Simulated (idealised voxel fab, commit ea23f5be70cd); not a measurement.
process module | voxel gate over fins
cross-section cut | 150 nm wide | cells 5 nm
A cross-section is a grid of square cells, given in bands from the top down. A band is one or more rows of cells.
Each band's line starts with the height of the band's top and of its bottom, in nm. Then come its materials from left to right, each with its width in nm. One material with "throughout" fills the band from edge to edge. "air" is empty space.
Height 0 is the level under which the wafer as received is all one material. The lowest band goes on downwards, as in "0 down".
A width such as "30 to 40" changes by the same amount from each row of cells to the next, from the band's top row to its bottom row.
"no change" after a step means that no cell of the cross-section changed.
closed voids: empty space of 8 cells or more with no open way to the top, each as width x height at its distance from the left edge, in nm
after a step's settings: what the simulator itself notes on the step
overlay nm, on a step with a mask: how far to the right of its planned place the mask lay; to the left if negative
plan
1 op RECEIVE | material Si
2 op CONFORMAL_DEP | material SiN | thk nm 5
3 op MASKED_ETCH | tone cover | mask id FINS | width nm 15 | pitch nm 40 | etch materials SiN | depth nm 5 | overlay nm 0
4 op MASKED_ETCH | tone cover | mask id FINS | width nm 15 | pitch nm 40 | etch materials Si | depth nm 40 | overlay nm 0
5 op FILL_DEP | material SiO2 | thk nm 10
6 op CMP | height nm 5
7 op SELECTIVE_ETCH | etch materials SiO2 | depth nm 15
8 op STRIP | etch materials SiN
9 op CONFORMAL_DEP | material HfO2 | thk nm 5
10 op CONFORMAL_DEP | material TiN | thk nm 5
11 op FILL_DEP | material W | thk nm 15
12 op CMP | height nm 20
13 op CONFORMAL_DEP | material SiN | thk nm 5
first wafer, as planned
as received, after step 1
  0 down: Si throughout
  closed voids: none
after step 2
  5 to 0: SiN throughout
  below 0: unchanged
after step 3
  5 to 0: air 25 | SiN 15 | air 25 | SiN 15 | air 25 | SiN 15 | air 30
  below 0: unchanged
after step 4
  5 to 0: air 25 | SiN 15 | air 25 | SiN 15 | air 25 | SiN 15 | air 30
  0 to -40: air 25 | Si 15 | air 25 | Si 15 | air 25 | Si 15 | air 30
  below -40: unchanged
after step 5
  15 to 5: SiO2 throughout
  5 to 0: SiO2 25 | SiN 15 | SiO2 25 | SiN 15 | SiO2 25 | SiN 15 | SiO2 30
  0 to -40: SiO2 25 | Si 15 | SiO2 25 | Si 15 | SiO2 25 | Si 15 | SiO2 30
  below -40: unchanged
after step 6
  5 to 0: SiO2 25 | SiN 15 | SiO2 25 | SiN 15 | SiO2 25 | SiN 15 | SiO2 30
  below 0: unchanged
after step 7
  5 to 0: air 25 | SiN 15 | air 25 | SiN 15 | air 25 | SiN 15 | air 30
  0 to -10: air 25 | Si 15 | air 25 | Si 15 | air 25 | Si 15 | air 30
  below -10: unchanged
after step 8
  0 to -10: air 25 | Si 15 | air 25 | Si 15 | air 25 | Si 15 | air 30
  below -10: unchanged
after step 9
  5 to 0: air 20 | HfO2 25 | air 15 | HfO2 25 | air 15 | HfO2 25 | air 25
  0 to -5: air 20 | HfO2 5 | Si 15 | HfO2 5 | air 15 | HfO2 5 | Si 15 | HfO2 5 | air 15 | HfO2 5 | Si 15 | HfO2 5 | air 25
  -5 to -10: HfO2 25 | Si 15 | HfO2 25 | Si 15 | HfO2 25 | Si 15 | HfO2 30
  below -10: unchanged
after step 10
  10 to 5: air 15 | TiN 35 | air 5 | TiN 35 | air 5 | TiN 35 | air 20
  5 to 0: air 15 | TiN 5 | HfO2 25 | TiN 5 | air 5 | TiN 5 | HfO2 25 | TiN 5 | air 5 | TiN 5 | HfO2 25 | TiN 5 | air 20
  0 to -5: TiN 20 | HfO2 5 | Si 15 | HfO2 5 | TiN 15 | HfO2 5 | Si 15 | HfO2 5 | TiN 15 | HfO2 5 | Si 15 | HfO2 5 | TiN 25
  below -5: unchanged
after step 11
  25 to 10: W throughout
  10 to 5: W 15 | TiN 35 | W 5 | TiN 35 | W 5 | TiN 35 | W 20
  5 to 0: W 15 | TiN 5 | HfO2 25 | TiN 5 | W 5 | TiN 5 | HfO2 25 | TiN 5 | W 5 | TiN 5 | HfO2 25 | TiN 5 | W 20
  below 0: unchanged
after step 12
  20 to 10: W throughout
  below 10: unchanged
after step 13
  25 to 20: SiN throughout
  below 20: unchanged
second wafer: like start, like plan, one mistake. Through step 8 it matches the first wafer
when step 9 should have ended
  5 to 0: air 20 | SiN 25 | air 15 | SiN 25 | air 15 | SiN 25 | air 25
  0 to -5: air 20 | SiN 5 | Si 15 | SiN 5 | air 15 | SiN 5 | Si 15 | SiN 5 | air 15 | SiN 5 | Si 15 | SiN 5 | air 25
  -5 to -10: SiN 25 | Si 15 | SiN 25 | Si 15 | SiN 25 | Si 15 | SiN 30
  below -10: unchanged
when step 10 should have ended
  10 to 5: air 15 | TiN 35 | air 5 | TiN 35 | air 5 | TiN 35 | air 20
  5 to 0: air 15 | TiN 5 | SiN 25 | TiN 5 | air 5 | TiN 5 | SiN 25 | TiN 5 | air 5 | TiN 5 | SiN 25 | TiN 5 | air 20
  0 to -5: TiN 20 | SiN 5 | Si 15 | SiN 5 | TiN 15 | SiN 5 | Si 15 | SiN 5 | TiN 15 | SiN 5 | Si 15 | SiN 5 | TiN 25
  below -5: unchanged
when step 11 should have ended
  25 to 10: W throughout
  10 to 5: W 15 | TiN 35 | W 5 | TiN 35 | W 5 | TiN 35 | W 20
  5 to 0: W 15 | TiN 5 | SiN 25 | TiN 5 | W 5 | TiN 5 | SiN 25 | TiN 5 | W 5 | TiN 5 | SiN 25 | TiN 5 | W 20
  below 0: unchanged
when step 12 should have ended
  20 to 10: W throughout
  below 10: unchanged
when step 13 should have ended
  25 to 20: SiN throughout
  below 20: unchanged
what went wrong: step 9 ran as: op CONFORMAL_DEP | material SiN | thk nm 5
at the end the second wafer has, in cells: 42 fewer of HfO2 | 42 more of SiN
